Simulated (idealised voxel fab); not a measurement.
process module | voxel released beams
cross-section cut | 195 nm wide | cells 5 nm
A cross-section is a grid of square cells, given in bands from the top down. A band is one or more rows of cells.
Each band's line starts with the height of the band's top and of its bottom, in nm. Then come its materials from left to right, each with its width in nm. One material with "throughout" fills the band from edge to edge. "air" is empty space.
Height 0 is the level under which the wafer as received is all one material. The lowest band goes on downwards, as in "0 down".
A width such as "30 to 40" changes by the same amount from each row of cells to the next, from the band's top row to its bottom row.
"no change" after a step means that no cell of the cross-section changed.
closed voids: empty space of 8 cells or more with no open way to the top, each as width x height at its distance from the left edge, in nm
after a step's settings: what the simulator itself notes on the step
overlay nm, on a step with a mask: how far to the right of its planned place the mask lay; to the left if negative
plan
1 op RECEIVE | material Si
2 op CONFORMAL_DEP | material SiN | thk nm 5
3 op DIRECTIONAL_DEP | material SiO2 | thk nm 10
4 op MASKED_ETCH | tone open | mask id ANCHOR | width nm 45 | etch materials SiO2 | depth nm 10 | overlay nm 0
5 op CONFORMAL_DEP | material TiN | thk nm 15
6 op DIRECTIONAL_DEP | material aC | thk nm 10
7 op PATTERN | tone cover | mask id BEAM | material resist | width nm 120 | thk nm 30 | overlay nm 0
8 op DIRECTIONAL_ETCH | etch materials aC | depth nm 10
9 op STRIP | etch materials resist
10 op DIRECTIONAL_ETCH | etch materials TiN | depth nm 15
11 op STRIP | etch materials aC
12 op STRIP | etch materials SiO2
varied across the wafers: thk nm of step 2. The plan shows the first wafer's value. All wafers start alike
first wafer as received, after step 1
  0 down: Si throughout
  closed voids: none
first wafer at the end, after step 12
  30 to 20: air 35 | TiN 20 | air 15 | TiN 85 | air 40
  20 to 15: air 35 | TiN 120 | air 40
  15 to 5: air 40 | TiN 45 | air 110
  5 to 0: SiN throughout
  0 down: Si throughout
  closed voids: none
last wafer at the end
  45 to 35: air 35 | TiN 20 | air 15 | TiN 85 | air 40
  35 to 30: air 35 | TiN 120 | air 40
  30 to 20: air 40 | TiN 45 | air 110
  20 to 0: SiN throughout
  0 down: Si throughout
  closed voids: none
each wafer at the end: cells of each material gained (+) or lost (-) since it was received, then its closed voids
thk nm 5 | +39 SiN | +84 TiN | closed voids: none
thk nm 10 | +78 SiN | +84 TiN | closed voids: none
thk nm 15 | +117 SiN | +84 TiN | closed voids: none
thk nm 20 | +156 SiN | +84 TiN | closed voids: none
